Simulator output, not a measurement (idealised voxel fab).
Proc. module: voxel tone inversion
For reference, the cross-section in this document is cut, with width 250 nm and square cells of 5 nm.
Heads up, the way a cross-section reads in here is a grid of square cells, handed over as bands from the top down, with every band being one or more rows of cells.
Within each band entry, the heights of the top and of the bottom of the band appear first, in that order and in nm; the materials of the band then follow from left to right, each with its corresponding width in nm. The designation "all across" on a single material indicates that it fills the band from edge to edge; the designation "empty" indicates empty space.
Measure heights from 0. That's the level where, below it, the as-received wafer is all one material. The lowest band is bottomless and extends downward; write it as in "0 nm and below".
Note: "30->40" means the width goes from the first number (top row of the band) to the second number (bottom row) in equal steps per row of cells.
Step marked "no modifications"? Then no cell in the cross-section changed in it.
Heads up: "Voids, sealed" only lists the empty pockets with no open path to the top that are 8 cells or more, and it writes them as width x height at distance, distance from the left edge, in nm.
On each step's line, the part that comes after the settings is the simulator's own comment on the step.
The setting "overlay nm" may be written on the line of a step. When the step uses a mask, the value reports how far to the right of the planned place the mask lay, and a negative value reports that it lay to the left.

PLANNED PROCESS STEPS
1: RECEIVE, material Si
2: CONFORMAL_DEP, material SiN, thk nm 5
3: DIRECTIONAL_DEP, material polySi, thk nm 25
4: PATTERN, tone cover, mask id POSTS, material resist, width nm 20, pitch nm 35, thk nm 30, overlay nm 0
5: DIRECTIONAL_ETCH, etch materials polySi, depth nm 25
6: STRIP, etch materials resist
7: FILL_DEP, material SiO2, thk nm 5
8: CMP, height nm 30
9: STRIP, etch materials polySi

THE CROSS-SECTION HERE SHOWS THE WAFER AS RECEIVED, I.E. IN ITS STATE AFTER STEP 1
- 0 nm and below = Si all across
- Voids, sealed: none

FIRST WAFER AT THE END, AS PLANNED
- 30 nm to 5 nm = SiO2: 95, then empty: 20, then SiO2: 15, then empty: 20, then SiO2: 100
- 5 nm to 0 nm = SiN all across
- 0 nm and below = Si all across
- Voids, sealed: none

CROSS-SECTIONAL IMAGE OF THE SECOND WAFER OF THE TWO FOLLOWING COMPLETION OF THE MODULE. STARTING STATE AND PROCESS PLAN WERE THE SAME AS FOR THE FIRST WAFER; ONE EXECUTION ERROR OCCURRED
- 30 nm to 5 nm = SiO2: 100, then empty: 15, then SiO2: 20, then empty: 15, then SiO2: 100
- 5 nm to 0 nm = SiN all across
- 0 nm and below = Si all across
- Voids, sealed: none
So what did we get wrong on this run? step 4 deviated from plan and actually ran as PATTERN, tone cover, mask id POSTS, material resist, width nm 15, pitch nm 35, thk nm 30, overlay nm 0
Final difference in cells, second wafer against first, listed per material as more or fewer: +10 SiO2
